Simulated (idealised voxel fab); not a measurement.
Process module name: voxel self aligned vias
The cross-section on display is named cut; it measures 230 nm wide, and its cells are 5 nm squares.
A cross-section in this document is a grid of square cells, and it is written down as bands, the top band listed before the ones below it; a band is made up of one or more rows of cells.
Top height, bottom height, nm. Materials left to right, width each, nm. Single material + "throughout" = fills band edge to edge. "empty" = empty.
All heights in this document are referenced to 0, defined as the level beneath which the wafer, as received, consists entirely of one material. The lowest band is not bounded below; it extends indefinitely downward and is written in the form "0 nm and below".
Graded width ("30 to 40"): value in top row of band = first number; value in bottom row = second number; row-to-row change constant.
"no modifications" -> step changed no cross-section cell.
In "Listed closed voids" the enclosed voids are listed, meaning empty spaces of 8 cells or larger without any opening to the top. The form is width x height at distance, distance from the left edge, units nm.
On a step's line, text after the settings is the simulator commenting on that step.
Each step line may optionally specify "overlay nm", which for a step with a mask gives the rightward distance between the mask's planned place and where it lay, a negative value indicating the leftward direction.
Planned process steps:
1: RECEIVE: material Si
2: CONFORMAL_DEP: material SiO2, thk nm 10
3: CONFORMAL_DEP: material SiCN, thk nm 5
4: DIRECTIONAL_DEP: material SiO2, thk nm 30
5: DIRECTIONAL_DEP: material aC, thk nm 15
6: PATTERN: tone open, mask id LINES, material resist, width nm 25, pitch nm 55, thk nm 30, overlay nm 0
7: DIRECTIONAL_ETCH: etch materials aC, depth nm 15
8: STRIP: etch materials resist
9: DIRECTIONAL_ETCH: etch materials SiO2, depth nm 30
10: STRIP: etch materials aC
11: CONFORMAL_DEP: material TiN, thk nm 5
12: FILL_DEP: material W, thk nm 5
13: CMP: height nm 45
14: SELECTIVE_ETCH: etch materials W Ru TiN, depth nm 10
15: FILL_DEP: material SiN, thk nm 5
16: CMP: height nm 45
17: DIRECTIONAL_DEP: material SiO2, thk nm 15
18: DIRECTIONAL_DEP: material aC, thk nm 10
19: PATTERN: tone open, mask id VIAS, material resist, width nm 35, pitch nm 55, thk nm 25, overlay nm 0
20: DIRECTIONAL_ETCH: etch materials aC, depth nm 10
21: STRIP: etch materials resist
22: DIRECTIONAL_ETCH: etch materials SiO2, depth nm 15
23: DIRECTIONAL_ETCH: etch materials SiN, depth nm 10
24: STRIP: etch materials aC
25: CONFORMAL_DEP: material TiN, thk nm 5
26: FILL_DEP: material Ru, thk nm 5
27: CMP: height nm 60
28: CONFORMAL_DEP: material SiCN, thk nm 5
The first wafer of two, processed as planned:
Cross-section of the incoming wafer, state after step 1:
0 nm and below = Si throughout
Listed closed voids: none
Wafer xsec, post step 2:
10 nm to 0 nm = SiO2 throughout
Whatever lies below 0 is exactly as it was before.
Wafer xsec, post step 3:
15 nm to 10 nm = SiCN throughout
Whatever lies below 10 is exactly as it was before.
Wafer xsec, post step 4:
45 nm to 15 nm = SiO2 throughout
Whatever lies below 15 is exactly as it was before.
Wafer xsec, post step 5:
60 nm to 45 nm = aC throughout
Whatever lies below 45 is exactly as it was before.
Wafer xsec, post step 6:
90 nm to 60 nm = resist 45 nm; empty 25 nm; resist 30 nm; empty 25 nm; resist 30 nm; empty 25 nm; resist 50 nm
Whatever lies below 60 is exactly as it was before.
Wafer xsec, post step 7:
75 nm to 60 nm = resist 45 nm; empty 25 nm; resist 30 nm; empty 25 nm; resist 30 nm; empty 25 nm; resist 50 nm
60 nm to 45 nm = aC 45 nm; empty 25 nm; aC 30 nm; empty 25 nm; aC 30 nm; empty 25 nm; aC 50 nm
Whatever lies below 45 is exactly as it was before.
Wafer xsec, post step 8:
60 nm to 45 nm = aC 45 nm; empty 25 nm; aC 30 nm; empty 25 nm; aC 30 nm; empty 25 nm; aC 50 nm
Whatever lies below 45 is exactly as it was before.
Wafer xsec, post step 9:
60 nm to 45 nm = aC 45 nm; empty 25 nm; aC 30 nm; empty 25 nm; aC 30 nm; empty 25 nm; aC 50 nm
45 nm to 15 nm = SiO2 45 nm; empty 25 nm; SiO2 30 nm; empty 25 nm; SiO2 30 nm; empty 25 nm; SiO2 50 nm
Whatever lies below 15 is exactly as it was before.
Wafer xsec, post step 10:
45 nm to 15 nm = SiO2 45 nm; empty 25 nm; SiO2 30 nm; empty 25 nm; SiO2 30 nm; empty 25 nm; SiO2 50 nm
Whatever lies below 15 is exactly as it was before.
Wafer xsec, post step 11:
50 nm to 45 nm = TiN 50 nm; empty 15 nm; TiN 40 nm; empty 15 nm; TiN 40 nm; empty 15 nm; TiN 55 nm
45 nm to 20 nm = SiO2 45 nm; TiN 5 nm; empty 15 nm; TiN 5 nm; SiO2 30 nm; TiN 5 nm; empty 15 nm; TiN 5 nm; SiO2 30 nm; TiN 5 nm; empty 15 nm; TiN 5 nm; SiO2 50 nm
20 nm to 15 nm = SiO2 45 nm; TiN 25 nm; SiO2 30 nm; TiN 25 nm; SiO2 30 nm; TiN 25 nm; SiO2 50 nm
Whatever lies below 15 is exactly as it was before.
Wafer xsec, post step 12:
55 nm to 50 nm = W throughout
50 nm to 45 nm = TiN 50 nm; W 15 nm; TiN 40 nm; W 15 nm; TiN 40 nm; W 15 nm; TiN 55 nm
45 nm to 20 nm = SiO2 45 nm; TiN 5 nm; W 15 nm; TiN 5 nm; SiO2 30 nm; TiN 5 nm; W 15 nm; TiN 5 nm; SiO2 30 nm; TiN 5 nm; W 15 nm; TiN 5 nm; SiO2 50 nm
Whatever lies below 20 is exactly as it was before.
Wafer xsec, post step 13:
45 nm to 20 nm = SiO2 45 nm; TiN 5 nm; W 15 nm; TiN 5 nm; SiO2 30 nm; TiN 5 nm; W 15 nm; TiN 5 nm; SiO2 30 nm; TiN 5 nm; W 15 nm; TiN 5 nm; SiO2 50 nm
Whatever lies below 20 is exactly as it was before.
Wafer xsec, post step 14:
45 nm to 35 nm = SiO2 45 nm; empty 25 nm; SiO2 30 nm; empty 25 nm; SiO2 30 nm; empty 25 nm; SiO2 50 nm
Whatever lies below 35 is exactly as it was before.
Wafer xsec, post step 15:
50 nm to 45 nm = SiN throughout
45 nm to 35 nm = SiO2 45 nm; SiN 25 nm; SiO2 30 nm; SiN 25 nm; SiO2 30 nm; SiN 25 nm; SiO2 50 nm
Whatever lies below 35 is exactly as it was before.
Wafer xsec, post step 16:
45 nm to 35 nm = SiO2 45 nm; SiN 25 nm; SiO2 30 nm; SiN 25 nm; SiO2 30 nm; SiN 25 nm; SiO2 50 nm
Whatever lies below 35 is exactly as it was before.
Wafer xsec, post step 17:
60 nm to 45 nm = SiO2 throughout
Whatever lies below 45 is exactly as it was before.
Wafer xsec, post step 18:
70 nm to 60 nm = aC throughout
Whatever lies below 60 is exactly as it was before.
Wafer xsec, post step 19:
95 nm to 70 nm = resist 40 nm; empty 35 nm; resist 20 nm; empty 35 nm; resist 20 nm; empty 35 nm; resist 45 nm
Whatever lies below 70 is exactly as it was before.
Wafer xsec, post step 20:
85 nm to 70 nm = resist 40 nm; empty 35 nm; resist 20 nm; empty 35 nm; resist 20 nm; empty 35 nm; resist 45 nm
70 nm to 60 nm = aC 40 nm; empty 35 nm; aC 20 nm; empty 35 nm; aC 20 nm; empty 35 nm; aC 45 nm
Whatever lies below 60 is exactly as it was before.
Wafer xsec, post step 21:
70 nm to 60 nm = aC 40 nm; empty 35 nm; aC 20 nm; empty 35 nm; aC 20 nm; empty 35 nm; aC 45 nm
Whatever lies below 60 is exactly as it was before.
Wafer xsec, post step 22:
70 nm to 60 nm = aC 40 nm; empty 35 nm; aC 20 nm; empty 35 nm; aC 20 nm; empty 35 nm; aC 45 nm
60 nm to 45 nm = SiO2 40 nm; empty 35 nm; SiO2 20 nm; empty 35 nm; SiO2 20 nm; empty 35 nm; SiO2 45 nm
Whatever lies below 45 is exactly as it was before.
Wafer xsec, post step 23:
70 nm to 60 nm = aC 40 nm; empty 35 nm; aC 20 nm; empty 35 nm; aC 20 nm; empty 35 nm; aC 45 nm
60 nm to 45 nm = SiO2 40 nm; empty 35 nm; SiO2 20 nm; empty 35 nm; SiO2 20 nm; empty 35 nm; SiO2 45 nm
45 nm to 35 nm = SiO2 45 nm; empty 25 nm; SiO2 30 nm; empty 25 nm; SiO2 30 nm; empty 25 nm; SiO2 50 nm
Whatever lies below 35 is exactly as it was before.
Wafer xsec, post step 24:
60 nm to 45 nm = SiO2 40 nm; empty 35 nm; SiO2 20 nm; empty 35 nm; SiO2 20 nm; empty 35 nm; SiO2 45 nm
Whatever lies below 45 is exactly as it was before.
Wafer xsec, post step 25:
65 nm to 60 nm = TiN 45 nm; empty 25 nm; TiN 30 nm; empty 25 nm; TiN 30 nm; empty 25 nm; TiN 50 nm
60 nm to 50 nm = SiO2 40 nm; TiN 5 nm; empty 25 nm; TiN 5 nm; SiO2 20 nm; TiN 5 nm; empty 25 nm; TiN 5 nm; SiO2 20 nm; TiN 5 nm; empty 25 nm; TiN 5 nm; SiO2 45 nm
50 nm to 40 nm = SiO2 40 to 45 nm; TiN 10 to 5 nm; empty 15 nm; TiN 10 to 5 nm; SiO2 20 to 30 nm; TiN 10 to 5 nm; empty 15 nm; TiN 10 to 5 nm; SiO2 20 to 30 nm; TiN 10 to 5 nm; empty 15 nm; TiN 10 to 5 nm; SiO2 45 to 50 nm
40 nm to 35 nm = SiO2 45 nm; TiN 25 nm; SiO2 30 nm; TiN 25 nm; SiO2 30 nm; TiN 25 nm; SiO2 50 nm
Whatever lies below 35 is exactly as it was before.
Wafer xsec, post step 26:
70 nm to 65 nm = Ru throughout
65 nm to 60 nm = TiN 45 nm; Ru 25 nm; TiN 30 nm; Ru 25 nm; TiN 30 nm; Ru 25 nm; TiN 50 nm
60 nm to 50 nm = SiO2 40 nm; TiN 5 nm; Ru 25 nm; TiN 5 nm; SiO2 20 nm; TiN 5 nm; Ru 25 nm; TiN 5 nm; SiO2 20 nm; TiN 5 nm; Ru 25 nm; TiN 5 nm; SiO2 45 nm
50 nm to 40 nm = SiO2 40 to 45 nm; TiN 10 to 5 nm; Ru 15 nm; TiN 10 to 5 nm; SiO2 20 to 30 nm; TiN 10 to 5 nm; Ru 15 nm; TiN 10 to 5 nm; SiO2 20 to 30 nm; TiN 10 to 5 nm; Ru 15 nm; TiN 10 to 5 nm; SiO2 45 to 50 nm
Whatever lies below 40 is exactly as it was before.
Wafer xsec, post step 27:
60 nm to 50 nm = SiO2 40 nm; TiN 5 nm; Ru 25 nm; TiN 5 nm; SiO2 20 nm; TiN 5 nm; Ru 25 nm; TiN 5 nm; SiO2 20 nm; TiN 5 nm; Ru 25 nm; TiN 5 nm; SiO2 45 nm
Whatever lies below 50 is exactly as it was before.
Wafer xsec, post step 28:
65 nm to 60 nm = SiCN throughout
Whatever lies below 60 is exactly as it was before.
Second wafer, same starting state and plan as the first, one mistake in the run, identical through step 10:
Second wafer: cross-section at the scheduled end of step 11:
50 nm to 45 nm = SiN 50 nm; empty 15 nm; SiN 40 nm; empty 15 nm; SiN 40 nm; empty 15 nm; SiN 55 nm
45 nm to 20 nm = SiO2 45 nm; SiN 5 nm; empty 15 nm; SiN 5 nm; SiO2 30 nm; SiN 5 nm; empty 15 nm; SiN 5 nm; SiO2 30 nm; SiN 5 nm; empty 15 nm; SiN 5 nm; SiO2 50 nm
20 nm to 15 nm = SiO2 45 nm; SiN 25 nm; SiO2 30 nm; SiN 25 nm; SiO2 30 nm; SiN 25 nm; SiO2 50 nm
Whatever lies below 15 is exactly as it was before.
Second wafer: cross-section at the scheduled end of step 12:
55 nm to 50 nm = W throughout
50 nm to 45 nm = SiN 50 nm; W 15 nm; SiN 40 nm; W 15 nm; SiN 40 nm; W 15 nm; SiN 55 nm
45 nm to 20 nm = SiO2 45 nm; SiN 5 nm; W 15 nm; SiN 5 nm; SiO2 30 nm; SiN 5 nm; W 15 nm; SiN 5 nm; SiO2 30 nm; SiN 5 nm; W 15 nm; SiN 5 nm; SiO2 50 nm
Whatever lies below 20 is exactly as it was before.
Second wafer: cross-section at the scheduled end of step 13:
45 nm to 20 nm = SiO2 45 nm; SiN 5 nm; W 15 nm; SiN 5 nm; SiO2 30 nm; SiN 5 nm; W 15 nm; SiN 5 nm; SiO2 30 nm; SiN 5 nm; W 15 nm; SiN 5 nm; SiO2 50 nm
Whatever lies below 20 is exactly as it was before.
Second wafer: cross-section at the scheduled end of step 14:
45 nm to 35 nm = SiO2 45 nm; SiN 5 nm; empty 15 nm; SiN 5 nm; SiO2 30 nm; SiN 5 nm; empty 15 nm; SiN 5 nm; SiO2 30 nm; SiN 5 nm; empty 15 nm; SiN 5 nm; SiO2 50 nm
Whatever lies below 35 is exactly as it was before.
Second wafer: cross-section at the scheduled end of step 15:
50 nm to 45 nm = SiN throughout
45 nm to 35 nm = SiO2 45 nm; SiN 25 nm; SiO2 30 nm; SiN 25 nm; SiO2 30 nm; SiN 25 nm; SiO2 50 nm
Whatever lies below 35 is exactly as it was before.
Second wafer: cross-section at the scheduled end of step 16:
45 nm to 35 nm = SiO2 45 nm; SiN 25 nm; SiO2 30 nm; SiN 25 nm; SiO2 30 nm; SiN 25 nm; SiO2 50 nm
Whatever lies below 35 is exactly as it was before.
Second wafer: cross-section at the scheduled end of step 17:
60 nm to 45 nm = SiO2 throughout
Whatever lies below 45 is exactly as it was before.
Second wafer: cross-section at the scheduled end of step 18:
70 nm to 60 nm = aC throughout
Whatever lies below 60 is exactly as it was before.
Second wafer: cross-section at the scheduled end of step 19:
95 nm to 70 nm = resist 40 nm; empty 35 nm; resist 20 nm; empty 35 nm; resist 20 nm; empty 35 nm; resist 45 nm
Whatever lies below 70 is exactly as it was before.
Second wafer: cross-section at the scheduled end of step 20:
85 nm to 70 nm = resist 40 nm; empty 35 nm; resist 20 nm; empty 35 nm; resist 20 nm; empty 35 nm; resist 45 nm
70 nm to 60 nm = aC 40 nm; empty 35 nm; aC 20 nm; empty 35 nm; aC 20 nm; empty 35 nm; aC 45 nm
Whatever lies below 60 is exactly as it was before.
Second wafer: cross-section at the scheduled end of step 21:
70 nm to 60 nm = aC 40 nm; empty 35 nm; aC 20 nm; empty 35 nm; aC 20 nm; empty 35 nm; aC 45 nm
Whatever lies below 60 is exactly as it was before.
Second wafer: cross-section at the scheduled end of step 22:
70 nm to 60 nm = aC 40 nm; empty 35 nm; aC 20 nm; empty 35 nm; aC 20 nm; empty 35 nm; aC 45 nm
60 nm to 45 nm = SiO2 40 nm; empty 35 nm; SiO2 20 nm; empty 35 nm; SiO2 20 nm; empty 35 nm; SiO2 45 nm
Whatever lies below 45 is exactly as it was before.
Second wafer: cross-section at the scheduled end of step 23:
70 nm to 60 nm = aC 40 nm; empty 35 nm; aC 20 nm; empty 35 nm; aC 20 nm; empty 35 nm; aC 45 nm
60 nm to 45 nm = SiO2 40 nm; empty 35 nm; SiO2 20 nm; empty 35 nm; SiO2 20 nm; empty 35 nm; SiO2 45 nm
45 nm to 35 nm = SiO2 45 nm; empty 25 nm; SiO2 30 nm; empty 25 nm; SiO2 30 nm; empty 25 nm; SiO2 50 nm
Whatever lies below 35 is exactly as it was before.
Second wafer: cross-section at the scheduled end of step 24:
60 nm to 45 nm = SiO2 40 nm; empty 35 nm; SiO2 20 nm; empty 35 nm; SiO2 20 nm; empty 35 nm; SiO2 45 nm
Whatever lies below 45 is exactly as it was before.
Second wafer: cross-section at the scheduled end of step 25:
65 nm to 60 nm = TiN 45 nm; empty 25 nm; TiN 30 nm; empty 25 nm; TiN 30 nm; empty 25 nm; TiN 50 nm
60 nm to 50 nm = SiO2 40 nm; TiN 5 nm; empty 25 nm; TiN 5 nm; SiO2 20 nm; TiN 5 nm; empty 25 nm; TiN 5 nm; SiO2 20 nm; TiN 5 nm; empty 25 nm; TiN 5 nm; SiO2 45 nm
50 nm to 40 nm = SiO2 40 to 45 nm; TiN 10 to 5 nm; empty 15 nm; TiN 10 to 5 nm; SiO2 20 to 30 nm; TiN 10 to 5 nm; empty 15 nm; TiN 10 to 5 nm; SiO2 20 to 30 nm; TiN 10 to 5 nm; empty 15 nm; TiN 10 to 5 nm; SiO2 45 to 50 nm
40 nm to 35 nm = SiO2 45 nm; TiN 25 nm; SiO2 30 nm; TiN 25 nm; SiO2 30 nm; TiN 25 nm; SiO2 50 nm
Whatever lies below 35 is exactly as it was before.
Second wafer: cross-section at the scheduled end of step 26:
70 nm to 65 nm = Ru throughout
65 nm to 60 nm = TiN 45 nm; Ru 25 nm; TiN 30 nm; Ru 25 nm; TiN 30 nm; Ru 25 nm; TiN 50 nm
60 nm to 50 nm = SiO2 40 nm; TiN 5 nm; Ru 25 nm; TiN 5 nm; SiO2 20 nm; TiN 5 nm; Ru 25 nm; TiN 5 nm; SiO2 20 nm; TiN 5 nm; Ru 25 nm; TiN 5 nm; SiO2 45 nm
50 nm to 40 nm = SiO2 40 to 45 nm; TiN 10 to 5 nm; Ru 15 nm; TiN 10 to 5 nm; SiO2 20 to 30 nm; TiN 10 to 5 nm; Ru 15 nm; TiN 10 to 5 nm; SiO2 20 to 30 nm; TiN 10 to 5 nm; Ru 15 nm; TiN 10 to 5 nm; SiO2 45 to 50 nm
Whatever lies below 40 is exactly as it was before.
Second wafer: cross-section at the scheduled end of step 27:
60 nm to 50 nm = SiO2 40 nm; TiN 5 nm; Ru 25 nm; TiN 5 nm; SiO2 20 nm; TiN 5 nm; Ru 25 nm; TiN 5 nm; SiO2 20 nm; TiN 5 nm; Ru 25 nm; TiN 5 nm; SiO2 45 nm
Whatever lies below 50 is exactly as it was before.
Second wafer: cross-section at the scheduled end of step 28:
65 nm to 60 nm = SiCN throughout
Whatever lies below 60 is exactly as it was before.
The mistake made against the process plan was this: step 11 changed vs plan, executed as CONFORMAL_DEP: material SiN, thk nm 5
Upon completion, the second wafer contains, in terms of cells, a greater or smaller amount of certain materials than the first wafer: SiN +33 | TiN -33
